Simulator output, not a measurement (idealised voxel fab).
The process module presented herein is designated voxel air gaps.
This is section cut - it's 175 nm across, gridded in 5 nm square cells.
The cross-sections in this document take the form of a grid made of square cells. They are written out as bands, in order from top to bottom. Each band consists of one or more rows of cells. What a band's entry tells you: where the top is and where the bottom is, as heights in nm, and after that what lies inside, material by material from left to right, each with its width in nm. Empty space is written as the word "air", and a single material marked with the word "everywhere" occupies the band from edge to edge. It should be noted that heights are counted from 0, beneath which the wafer as supplied is of one material throughout, and that the lowest band possesses no lower boundary but continues downward, as written in "top 0, no bottom". So if you see something like "30 to 40" for the width, read it as the top row of the band sitting at the first number and the bottom row at the second, with every row in between moving by the same amount as the last. It should be understood that the words "no modifications", when stated for a given step, signify that the cross-section underwent no change in any of its cells during that step. The entry titled "Internal closed voids" provides the empty spaces that have no open way to the top, restricted to those of 8 cells or more. Each is presented as width x height at distance, the distance being measured from the left edge, with all three in nm. Past the settings on a step's line: simulator remark, on that step. overlay nm: step with mask; distance mask lay right of planned place; negative value = left of planned place.
Steps planned for the process:
| 1 | op RECEIVE | material Si |
| 2 | op CONFORMAL_DEP | material SiO2 | thk nm 15 |
| 3 | op CONFORMAL_DEP | material SiN | thk nm 5 |
| 4 | op DIRECTIONAL_DEP | material SiO2 | thk nm 30 |
| 5 | op MASKED_ETCH | tone open | mask id LINES | width nm 15 | pitch nm 40 | etch materials SiO2 | depth nm 30 | overlay nm -5 |
| 6 | op CONFORMAL_DEP | material TiN | thk nm 5 |
| 7 | op FILL_DEP | material W | thk nm 10 |
| 8 | op CMP | height nm 50 |
| 9 | op EPI | material Ru | thk nm 10 |
| 10 | op SELECTIVE_ETCH | etch materials SiO2 | depth nm 40 |
| 11 | op CONFORMAL_DEP | material SiN | thk nm 5 |
All wafers enter the flow in the same state. The overlay nm at step 5 differs from wafer to wafer, and the plan gives the value for the first wafer.
The first of several wafers as received, shown in cross-section; this is its state after step 1:
> top 0, no bottom = Si everywhere
> Internal closed voids: none
Per wafer (row), end of module: delta in cells per material since receipt, (+) for gained, (-) for lost; closed voids after that:
overlay nm -5, +56 Ru, +154 SiN, +105 SiO2, +52 TiN, +20 W, Internal closed voids: 10 x 20 at 0; 15 x 20 at 35; 15 x 20 at 75; 15 x 20 at 115
overlay nm 0, +56 Ru, +154 SiN, +105 SiO2, +52 TiN, +20 W, Internal closed voids: 15 x 20 at 40; 15 x 20 at 80; 15 x 20 at 120
overlay nm 5, +56 Ru, +154 SiN, +105 SiO2, +52 TiN, +20 W, Internal closed voids: 15 x 20 at 45; 15 x 20 at 85; 15 x 20 at 125; 10 x 20 at 165
